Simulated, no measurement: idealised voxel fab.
The process module presented herein is designated voxel spacer lines.
Shown is cross-section cut, with a width of 290 nm and square cells of size 5 nm.
A cross-section is written here as square cells arranged in a grid, and it is given in bands from the top down, each band taking up one or more rows of cells. Per band: top height and bottom height in nm, followed by the left-to-right materials and their widths in nm; "everywhere" marks a single material spanning edge to edge, "blank" marks empty space. Where do heights start? At 0: under that level the wafer as delivered is made of one material only. And the lowest band has no floor; it just carries on downward, as in "0 nm and below". The width entry "30 to 40" should be interpreted row by row: the top row of cells in the band takes the first number, the bottom row takes the second number, and the change between adjacent rows is uniform throughout. Reading "all unchanged" for a step: not a cell of the cross-section changed in it. Enclosed cavity list: empty space of 8 cells or more with no open way to the top, each as width x height at its distance from the left edge, in nm. Read whatever lies past the settings on a step's line as the simulator's own remark about the step. "overlay nm" on a masked step: distance the mask lay right of its planned place, negative for left.

### Steps planned for the process
1: RECEIVE: material Si
2: CONFORMAL_DEP: material Al2O3, thk nm 10
3: DIRECTIONAL_DEP: material W, thk nm 10
4: DIRECTIONAL_DEP: material polySi, thk nm 30
5: PATTERN: tone cover, mask id MANDREL, material resist, width nm 20, pitch nm 60, thk nm 40, overlay nm 0
6: DIRECTIONAL_ETCH: etch materials polySi, depth nm 30
7: STRIP: etch materials resist
8: CONFORMAL_DEP: material SiN, thk nm 10
9: DIRECTIONAL_ETCH: etch materials SiN, depth nm 10
10: STRIP: etch materials polySi
11: DIRECTIONAL_ETCH: etch materials W, depth nm 10
12: STRIP: etch materials SiN

### Cross-section of the wafer as it came to us, i.e., already through step 1
  0 nm and below: Si everywhere
  Enclosed cavity list: none

### Cross-section taken at module completion on the first of two wafers; processed per the plan
  20 nm to 10 nm: 95 blank | 10 W | 20 blank | 10 W | 20 blank | 10 W | 20 blank | 10 W | 95 blank
  10 nm to 0 nm: Al2O3 everywhere
  0 nm and below: Si everywhere
  Enclosed cavity list: none

### Wafer two (of two), end-of-module cross-section: start = wafer one, plan = wafer one, one run mistake
  60 nm to 50 nm: 95 blank | 40 Al2O3 | 20 blank | 40 Al2O3 | 95 blank
  50 nm to 30 nm: 95 blank | 10 Al2O3 | 20 polySi | 10 Al2O3 | 20 blank | 10 Al2O3 | 20 polySi | 10 Al2O3 | 95 blank
  30 nm to 20 nm: 105 Al2O3 | 20 polySi | 40 Al2O3 | 20 polySi | 105 Al2O3
  20 nm to 10 nm: W everywhere
  10 nm to 0 nm: Al2O3 everywhere
  0 nm and below: Si everywhere
  Enclosed cavity list: none
Where did the run depart from the plan? step 8 was processed under conditions differing from the plan, specifically as CONFORMAL_DEP: material Al2O3, thk nm 10
Looking at both finished wafers in cells, the second ends up ahead of or behind the first on some materials: +164 Al2O3 | +100 W | +48 polySi
